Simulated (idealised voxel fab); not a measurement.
process module | voxel transistor to metal
Cross-sectional view cut (width: 165 nm; square cell size: 5 nm).
The cross-sections in this document take the form of a grid made of square cells. They are written out as bands, in order from top to bottom. Each band consists of one or more rows of cells.
Top, bottom (nm), then materials left to right with widths (nm); lone material tagged "throughout" fills the whole band edge to edge; "blank" = empty space.
We count height from 0. Below that, the starting wafer is all one material. The lowest band never ends at the bottom but goes on down; see "0 nm and below" for how that is written.
Graded width ("30..40"): value in top row of band = first number; value in bottom row = second number; row-to-row change constant.
Where the words "no alterations made" appear for a step, the cross-section shows no cell changed by that step; every cell remained as before.
Closed void listing: empty space of 8 cells or more with no open way to the top, each as width x height at its distance from the left edge, in nm
Past the settings on a step's line: simulator remark, on that step.
The setting "overlay nm" may be written on the line of a step. When the step uses a mask, the value reports how far to the right of the planned place the mask lay, and a negative value reports that it lay to the left.

List of planned process steps:
1,RECEIVE (material Si)
2,CONFORMAL_DEP (material SiO2; thk nm 5)
3,CONFORMAL_DEP (material SiN; thk nm 15)
4,MASKED_ETCH (tone cover; mask id ACTIVE; width nm 115; etch materials SiN; depth nm 15; overlay nm 0)
5,MASKED_ETCH (tone cover; mask id ACTIVE; width nm 115; etch materials SiO2; depth nm 5; overlay nm 0)
6,MASKED_ETCH (tone cover; mask id ACTIVE; width nm 115; etch materials Si; depth nm 20; overlay nm 0)
7,FILL_DEP (material SiO2; thk nm 15)
8,CMP (height nm 20)
9,SELECTIVE_ETCH (etch materials SiO2; depth nm 5)
10,STRIP (etch materials SiN)
11,SELECTIVE_ETCH (etch materials SiO2; depth nm 5)
12,OXIDIZE (depth nm 5)
13,DIRECTIONAL_DEP (material polySi; thk nm 25)
14,DIRECTIONAL_DEP (material SiCN; thk nm 10)
15,MASKED_ETCH (tone cover; mask id GATE; width nm 15; etch materials SiCN; depth nm 20; overlay nm 0)
16,MASKED_ETCH (tone cover; mask id GATE; width nm 15; etch materials polySi; depth nm 35; overlay nm 0)
17,CONFORMAL_DEP (material SiO2; thk nm 5)
18,DIRECTIONAL_ETCH (etch materials SiO2; depth nm 5)
19,CONFORMAL_DEP (material SiN; thk nm 10)
20,DIRECTIONAL_ETCH (etch materials SiN; depth nm 10)
21,DIRECTIONAL_ETCH (etch materials SiO2; depth nm 5)
22,DIRECTIONAL_ETCH (etch materials Si; depth nm 5)
23,EPI (material nSi; thk nm 10)
24,FILL_DEP (material SiO2; thk nm 10)
25,CMP (height nm 35)
26,DIRECTIONAL_DEP (material SiO2; thk nm 15)
27,PATTERN (tone open; mask id CONTACT; material resist; width nm 20; pitch nm 75; thk nm 20; overlay nm 0)
28,DIRECTIONAL_ETCH (etch materials SiO2; depth nm 50)
29,STRIP (etch materials resist)
30,CONFORMAL_DEP (material TiN; thk nm 5)
31,FILL_DEP (material Ru; thk nm 10)
32,CMP (height nm 50)
33,CONFORMAL_DEP (material SiN; thk nm 5)
34,DIRECTIONAL_DEP (material lowk; thk nm 15)
35,PATTERN (tone open; mask id METAL_1; material resist; width nm 20; pitch nm 75; thk nm 15; overlay nm 0)
36,DIRECTIONAL_ETCH (etch materials lowk; depth nm 15)
37,DIRECTIONAL_ETCH (etch materials SiN; depth nm 5)
38,STRIP (etch materials resist)
39,CONFORMAL_DEP (material TiN; thk nm 5)
40,FILL_DEP (material Ru; thk nm 5)
41,CMP (height nm 70)
42,CONFORMAL_DEP (material SiCN; thk nm 5)
43,DIRECTIONAL_DEP (material lowk; thk nm 25)
44,MASKED_ETCH (tone open; mask id METAL_2_HOLES; width nm 15; pitch nm 75; etch materials lowk; depth nm 25; overlay nm 0)
45,DIRECTIONAL_DEP (material aC; thk nm 10)
46,PATTERN (tone open; mask id METAL_2; material resist; width nm 20; pitch nm 75; thk nm 25; overlay nm 0)
47,DIRECTIONAL_ETCH (etch materials aC; depth nm 10)
48,STRIP (etch materials resist)
49,DIRECTIONAL_ETCH (etch materials lowk; depth nm 15)
50,DIRECTIONAL_ETCH (etch materials SiCN; depth nm 5)
51,STRIP (etch materials aC)
52,CONFORMAL_DEP (material TiN; thk nm 5)
53,FILL_DEP (material Ru; thk nm 10)
54,CMP (height nm 100)
55,CONFORMAL_DEP (material SiCN; thk nm 5)
Wafer-to-wafer difference: width nm, step 16. Common start. Plan = first wafer's value.

First wafer of several, as received: cross-section after step 1:
0 nm and below: Si throughout
Closed void listing: none

First of several wafers: cross-section at the end of the module, after step 55, its last step:
105 nm to 100 nm: SiCN throughout
100 nm to 90 nm: lowk 35 nm | TiN 5 nm | Ru 10 nm | TiN 5 nm | lowk 55 nm | TiN 5 nm | Ru 10 nm | TiN 5 nm | lowk 35 nm
90 nm to 85 nm: lowk 35 nm | TiN 5 nm | Ru 5 nm | TiN 10 nm | lowk 55 nm | TiN 5 nm | Ru 5 nm | TiN 10 nm | lowk 35 nm
85 nm to 75 nm: lowk 35 nm | TiN 5 nm | Ru 5 nm | TiN 5 nm | lowk 60 nm | TiN 5 nm | Ru 5 nm | TiN 5 nm | lowk 40 nm
75 nm to 70 nm: SiCN 35 nm | TiN 15 nm | SiCN 60 nm | TiN 15 nm | SiCN 40 nm
70 nm to 55 nm: lowk 35 nm | TiN 5 nm | Ru 10 nm | TiN 5 nm | lowk 55 nm | TiN 5 nm | Ru 10 nm | TiN 5 nm | lowk 35 nm
55 nm to 50 nm: SiN 35 nm | TiN 20 nm | SiN 55 nm | TiN 20 nm | SiN 35 nm
50 nm to 35 nm: SiO2 35 nm | TiN 5 nm | Ru 10 nm | TiN 5 nm | SiO2 55 nm | TiN 5 nm | Ru 10 nm | TiN 5 nm | SiO2 35 nm
35 nm to 25 nm: SiO2 35 nm | TiN 5 nm | Ru 10 nm | TiN 5 nm | SiO2 5 nm | SiN 10 nm | SiO2 5 nm | SiCN 15 nm | SiO2 5 nm | SiN 10 nm | SiO2 5 nm | TiN 5 nm | Ru 10 nm | TiN 5 nm | SiO2 35 nm
25 nm to 10 nm: SiO2 35 nm | TiN 5 nm | Ru 10 nm | TiN 5 nm | SiO2 5 nm | SiN 10 nm | SiO2 5 nm | polySi 15 nm | SiO2 5 nm | SiN 10 nm | SiO2 5 nm | TiN 5 nm | Ru 10 nm | TiN 5 nm | SiO2 35 nm
10 nm to 5 nm: SiO2 25 nm | SiN 10 nm | TiN 20 nm | SiO2 5 nm | SiN 10 nm | SiO2 5 nm | polySi 15 nm | SiO2 5 nm | SiN 10 nm | SiO2 5 nm | TiN 20 nm | SiN 10 nm | SiO2 25 nm
5 nm to 0 nm: SiO2 25 nm | SiN 10 nm | nSi 10 nm | TiN 5 nm | nSi 10 nm | SiN 10 nm | SiO2 5 nm | polySi 15 nm | SiO2 5 nm | SiN 10 nm | nSi 10 nm | TiN 5 nm | nSi 10 nm | SiN 10 nm | SiO2 25 nm
0 nm to -5 nm: SiO2 35 nm | nSi 25 nm | SiO2 45 nm | nSi 25 nm | SiO2 35 nm
-5 nm to -10 nm: SiO2 25 nm | Si 10 nm | nSi 25 nm | Si 45 nm | nSi 25 nm | Si 10 nm | SiO2 25 nm
-10 nm to -20 nm: SiO2 25 nm | Si 115 nm | SiO2 25 nm
-20 nm and below: Si throughout
Closed void listing: none

So this is the cross-section on the last wafer at the end of the module:
105 nm to 100 nm: SiCN throughout
100 nm to 90 nm: lowk 35 nm | TiN 5 nm | Ru 10 nm | TiN 5 nm | lowk 55 nm | TiN 5 nm | Ru 10 nm | TiN 5 nm | lowk 35 nm
90 nm to 85 nm: lowk 35 nm | TiN 5 nm | Ru 5 nm | TiN 10 nm | lowk 55 nm | TiN 5 nm | Ru 5 nm | TiN 10 nm | lowk 35 nm
85 nm to 75 nm: lowk 35 nm | TiN 5 nm | Ru 5 nm | TiN 5 nm | lowk 60 nm | TiN 5 nm | Ru 5 nm | TiN 5 nm | lowk 40 nm
75 nm to 70 nm: SiCN 35 nm | TiN 15 nm | SiCN 60 nm | TiN 15 nm | SiCN 40 nm
70 nm to 55 nm: lowk 35 nm | TiN 5 nm | Ru 10 nm | TiN 5 nm | lowk 55 nm | TiN 5 nm | Ru 10 nm | TiN 5 nm | lowk 35 nm
55 nm to 50 nm: SiN 35 nm | TiN 20 nm | SiN 55 nm | TiN 20 nm | SiN 35 nm
50 nm to 35 nm: SiO2 35 nm | TiN 5 nm | Ru 10 nm | TiN 5 nm | SiO2 55 nm | TiN 5 nm | Ru 10 nm | TiN 5 nm | SiO2 35 nm
35 nm to 25 nm: SiO2 35 nm | TiN 5 nm | Ru 10 nm | TiN 5 nm | SiO2 5 nm | SiN 10 nm | SiO2 5 nm | SiCN 15 nm | SiO2 5 nm | SiN 10 nm | SiO2 5 nm | TiN 5..10 nm | Ru 10..5 nm | TiN 5 nm | SiO2 35 nm
25 nm to 10 nm: SiO2 35 nm | TiN 5 nm | Ru 10 nm | TiN 5 nm | SiN 10 nm | SiO2 5 nm | polySi 30 nm | SiO2 5 nm | SiN 10 nm | TiN 5 nm | Ru 5 nm | TiN 5 nm | SiO2 35 nm
10 nm to 5 nm: SiO2 25 nm | SiN 10 nm | TiN 20 nm | SiN 10 nm | SiO2 5 nm | polySi 30 nm | SiO2 5 nm | SiN 10 nm | TiN 15 nm | SiN 10 nm | SiO2 25 nm
5 nm to 0 nm: SiO2 25 nm | SiN 10 nm | nSi 20 nm | SiN 10 nm | SiO2 5 nm | polySi 30 nm | SiO2 5 nm | SiN 10 nm | nSi 15 nm | SiN 10 nm | SiO2 25 nm
0 nm to -5 nm: SiO2 35 nm | nSi 20 nm | SiO2 60 nm | nSi 15 nm | SiO2 35 nm
-5 nm to -10 nm: SiO2 25 nm | Si 10 nm | nSi 20 nm | Si 60 nm | nSi 15 nm | Si 10 nm | SiO2 25 nm
-10 nm to -20 nm: SiO2 25 nm | Si 115 nm | SiO2 25 nm
-20 nm and below: Si throughout
Closed void listing: none

Rows = wafers. At module end, each row lists per material the cells gained (+) or lost (-) since the wafer was received, then the closed voids:
width nm 15; +58 Ru; -73 Si; +66 SiCN; +61 SiN; +244 SiO2; +90 TiN; +204 lowk; +28 nSi; +15 polySi; Closed void listing: none
width nm 20; +58 Ru; -72 Si; +66 SiCN; +61 SiN; +241 SiO2; +89 TiN; +204 lowk; +26 nSi; +20 polySi; Closed void listing: none
width nm 25; +58 Ru; -71 Si; +66 SiCN; +61 SiN; +238 SiO2; +88 TiN; +204 lowk; +24 nSi; +25 polySi; Closed void listing: none
width nm 30; +54 Ru; -70 Si; +66 SiCN; +61 SiN; +239 SiO2; +88 TiN; +204 lowk; +21 nSi; +30 polySi; Closed void listing: none
